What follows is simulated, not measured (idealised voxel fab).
process module | voxel capacitor over wiring
cross-section cut | 240 nm wide | cells 5 nm
A cross-section is a grid of square cells, given in bands from the top down. A band is one or more rows of cells.
Each band's line starts with the height of the band's top and of its bottom, in nm. Then come its materials from left to right, each with its width in nm. One material with "throughout" fills the band from edge to edge. "air" is empty space.
Height 0 is the level under which the wafer as received is all one material. The lowest band goes on downwards, as in "0 down".
A width such as "30 to 40" changes by the same amount from each row of cells to the next, from the band's top row to its bottom row.
"no change" after a step means that no cell of the cross-section changed.
closed voids: empty space of 8 cells or more with no open way to the top, each as width x height at its distance from the left edge, in nm
after a step's settings: what the simulator itself notes on the step
overlay nm, on a step with a mask: how far to the right of its planned place the mask lay; to the left if negative
plan
1 op RECEIVE | material Si
2 op CONFORMAL_DEP | material SiO2 | thk nm 10
3 op CONFORMAL_DEP | material SiCN | thk nm 5
4 op DIRECTIONAL_DEP | material SiO2 | thk nm 15
5 op DIRECTIONAL_DEP | material aC | thk nm 10
6 op PATTERN | tone open | mask id METAL_1 | material resist | width nm 20 | pitch nm 80 | thk nm 30 | overlay nm 0
7 op DIRECTIONAL_ETCH | etch materials aC | depth nm 10
8 op STRIP | etch materials resist
9 op DIRECTIONAL_ETCH | etch materials SiO2 | depth nm 15
10 op DIRECTIONAL_ETCH | etch materials SiCN | depth nm 5
11 op STRIP | etch materials aC
12 op CONFORMAL_DEP | material TiN | thk nm 5
13 op FILL_DEP | material W | thk nm 10
14 op CMP | height nm 30
15 op EPI | material Ru | thk nm 5
16 op FILL_DEP | material SiCN | thk nm 5
17 op DIRECTIONAL_DEP | material lowk | thk nm 15
18 op MASKED_ETCH | tone open | mask id PLUG_1 | width nm 15 | etch materials lowk | depth nm 15 | overlay nm 0
19 op MASKED_ETCH | tone open | mask id PLUG_1 | width nm 15 | etch materials SiCN | depth nm 5 | overlay nm 0
20 op CONFORMAL_DEP | material TiN | thk nm 5
21 op FILL_DEP | material Ru | thk nm 5
22 op CMP | height nm 55
23 op DIRECTIONAL_DEP | material TiN | thk nm 5
24 op DIRECTIONAL_DEP | material SiN | thk nm 5
25 op DIRECTIONAL_DEP | material TiN | thk nm 5
26 op MASKED_ETCH | tone cover | mask id UPPER_PLATE | width nm 65 | etch materials TiN | depth nm 5 | overlay nm 0
27 op MASKED_ETCH | tone cover | mask id UPPER_PLATE | width nm 65 | etch materials SiN | depth nm 5 | overlay nm 0
28 op DIRECTIONAL_DEP | material aC | thk nm 15
29 op PATTERN | tone cover | mask id LOWER_PLATE | material resist | width nm 75 | thk nm 30 | overlay nm 0
30 op DIRECTIONAL_ETCH | etch materials aC | depth nm 15
31 op STRIP | etch materials resist
32 op DIRECTIONAL_ETCH | etch materials TiN | depth nm 5
33 op STRIP | etch materials aC
34 op FILL_DEP | material SiO2 | thk nm 20
35 op CMP | height nm 85
36 op PATTERN | tone open | mask id PLUG_2 | material resist | width nm 15 | thk nm 15 | overlay nm 0
37 op DIRECTIONAL_ETCH | etch materials SiO2 | depth nm 15
38 op STRIP | etch materials resist
39 op CONFORMAL_DEP | material TiN | thk nm 5
40 op FILL_DEP | material Cu | thk nm 10
41 op CMP | height nm 85
42 op CONFORMAL_DEP | material SiCN | thk nm 5
as received, after step 1
  0 down: Si throughout
  closed voids: none
a wafer at the end: this start, this plan, one mistake
  90 to 85: SiCN throughout
  85 to 75: Cu 80 | TiN 5 | SiO2 15 | TiN 5 | Cu 135
  75 to 70: TiN 85 | SiO2 15 | TiN 140
  70 to 65: SiO2 75 | TiN 65 | SiO2 100
  65 to 60: SiO2 75 | SiN 65 | SiO2 100
  60 to 55: SiO2 70 | TiN 75 | SiO2 95
  55 to 40: lowk 75 | TiN 5 | Ru 5 | TiN 5 | lowk 150
  40 to 35: SiCN 75 | TiN 15 | SiCN 150
  35 to 30: SiCN 65 | Ru 30 | SiCN 50 | Ru 30 | SiCN 65
  30 to 15: SiO2 70 | TiN 5 | W 10 | TiN 5 | SiO2 60 | TiN 5 | W 10 | TiN 5 | SiO2 70
  15 to 10: SiCN 70 | TiN 20 | SiCN 60 | TiN 20 | SiCN 70
  10 to 0: SiO2 throughout
  0 down: Si throughout
  closed voids: none
what went wrong: step 36 ran as: op PATTERN | tone cover | mask id PLUG_2 | material resist | width nm 15 | thk nm 15 | overlay nm 0
